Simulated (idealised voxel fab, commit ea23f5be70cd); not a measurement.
Process module, titled voxel ribs on slabs
The cross-section on display is named cut; it measures 160 nm wide, and its cells are 5 nm squares.
Cross-sections here: square-cell grids, written as top-down lists of bands, a band being one or more rows of cells.
Top height, bottom height, nm. Materials left to right, width each, nm. Single material + "everywhere" = fills band edge to edge. "air" = empty.
Measure heights from 0. That's the level where, below it, the as-received wafer is all one material. The lowest band is bottomless and extends downward; write it as in "0..down".
Think of "30 to 40" as a width that walks from the first number to the second as you go down the band, top row to bottom row, taking equal-sized steps from row to row.
The designation "identical to before", where it is given for a processing step, indicates that no cell of the cross-section was altered in the course of that step.
"Listed closed voids" lists enclosed empty spaces (at least 8 cells, no open path upward to the top), each as width x height at distance from the left edge, in nm.
Text after the settings on a step's line: the simulator's own remark on that step.
When a step includes a mask, the "overlay nm" setting on its line states how far to the right of its planned place that mask lay, and negative values state how far to the left.
The planned process steps are enumerated hereunder:
1. RECEIVE: material Si
2. DIRECTIONAL_DEP: material SiO2, thk nm 20
3. DIRECTIONAL_DEP: material polySi, thk nm 20
4. PATTERN: tone cover, mask id RIB, material resist, width nm 30, thk nm 15, overlay nm 0
5. DIRECTIONAL_ETCH: etch materials polySi, depth nm 5
6. STRIP: etch materials resist
7. PATTERN: tone cover, mask id SLAB, material resist, width nm 60, thk nm 20, overlay nm 0
8. DIRECTIONAL_ETCH: etch materials polySi, depth nm 15
9. STRIP: etch materials resist
10. FILL_DEP: material SiO2, thk nm 20
11. CMP: height nm 50
12. DIRECTIONAL_DEP: material TiN, thk nm 10
13. PATTERN: tone cover, mask id HEATER, material resist, width nm 40, thk nm 15, overlay nm 0
14. DIRECTIONAL_ETCH: etch materials TiN, depth nm 10
15. STRIP: etch materials resist
16. CONFORMAL_DEP: material SiO2, thk nm 5
On the first of the two wafers: run conducted according to plan:
As received (post step 1): cross-section:
* 0..down = Si everywhere
* Listed closed voids: none
Cross-section of the wafer subsequent to step 2:
* 20..0 = SiO2 everywhere
* Unchanged below 0.
Cross-section of the wafer subsequent to step 3:
* 40..20 = polySi everywhere
* Unchanged below 20.
Cross-section of the wafer subsequent to step 4:
* 55..40 = 65 nm air; 30 nm resist; 65 nm air
* Unchanged below 40.
Cross-section of the wafer subsequent to step 5:
* 55..40 = 65 nm air; 30 nm resist; 65 nm air
* 40..35 = 65 nm air; 30 nm polySi; 65 nm air
* Unchanged below 35.
Cross-section of the wafer subsequent to step 6:
* 40..35 = 65 nm air; 30 nm polySi; 65 nm air
* Unchanged below 35.
Cross-section of the wafer subsequent to step 7:
* 60..40 = 50 nm air; 60 nm resist; 50 nm air
* 40..35 = 50 nm air; 15 nm resist; 30 nm polySi; 15 nm resist; 50 nm air
* Unchanged below 35.
Cross-section of the wafer subsequent to step 8:
* 60..40 = 50 nm air; 60 nm resist; 50 nm air
* 40..35 = 50 nm air; 15 nm resist; 30 nm polySi; 15 nm resist; 50 nm air
* 35..20 = 50 nm air; 60 nm polySi; 50 nm air
* Unchanged below 20.
Cross-section of the wafer subsequent to step 9:
* 40..35 = 65 nm air; 30 nm polySi; 65 nm air
* Unchanged below 35.
Cross-section of the wafer subsequent to step 10:
* 60..40 = SiO2 everywhere
* 40..35 = 65 nm SiO2; 30 nm polySi; 65 nm SiO2
* 35..20 = 50 nm SiO2; 60 nm polySi; 50 nm SiO2
* Unchanged below 20.
Cross-section of the wafer subsequent to step 11:
* 50..40 = SiO2 everywhere
* Unchanged below 40.
Cross-section of the wafer subsequent to step 12:
* 60..50 = TiN everywhere
* Unchanged below 50.
Cross-section of the wafer subsequent to step 13:
* 75..60 = 60 nm air; 40 nm resist; 60 nm air
* Unchanged below 60.
Cross-section of the wafer subsequent to step 14:
* 75..60 = 60 nm air; 40 nm resist; 60 nm air
* 60..50 = 60 nm air; 40 nm TiN; 60 nm air
* Unchanged below 50.
Cross-section of the wafer subsequent to step 15:
* 60..50 = 60 nm air; 40 nm TiN; 60 nm air
* Unchanged below 50.
Cross-section of the wafer subsequent to step 16:
* 65..60 = 55 nm air; 50 nm SiO2; 55 nm air
* 60..55 = 55 nm air; 5 nm SiO2; 40 nm TiN; 5 nm SiO2; 55 nm air
* 55..50 = 60 nm SiO2; 40 nm TiN; 60 nm SiO2
* Unchanged below 50.
Wafer two of the pair: same origin, same plan, one error during the run; identical to wafer one up to and including step 10:
Cross-section: second wafer, time at which step 11 was scheduled to end:
* 45..40 = SiO2 everywhere
* Unchanged below 40.
Cross-section: second wafer, time at which step 12 was scheduled to end:
* 55..45 = TiN everywhere
* Unchanged below 45.
Cross-section: second wafer, time at which step 13 was scheduled to end:
* 70..55 = 60 nm air; 40 nm resist; 60 nm air
* Unchanged below 55.
Cross-section: second wafer, time at which step 14 was scheduled to end:
* 70..55 = 60 nm air; 40 nm resist; 60 nm air
* 55..45 = 60 nm air; 40 nm TiN; 60 nm air
* Unchanged below 45.
Cross-section: second wafer, time at which step 15 was scheduled to end:
* 55..45 = 60 nm air; 40 nm TiN; 60 nm air
* Unchanged below 45.
Cross-section: second wafer, time at which step 16 was scheduled to end:
* 60..55 = 55 nm air; 50 nm SiO2; 55 nm air
* 55..50 = 55 nm air; 5 nm SiO2; 40 nm TiN; 5 nm SiO2; 55 nm air
* 50..45 = 60 nm SiO2; 40 nm TiN; 60 nm SiO2
* Unchanged below 45.
The mistake made against the process plan was this: step 11 was run on a setting that differed from the plan, and what really ran there is CMP: height nm 45
End of process, cell counts, second wafer against first, materials with more or fewer: 32 fewer of SiO2
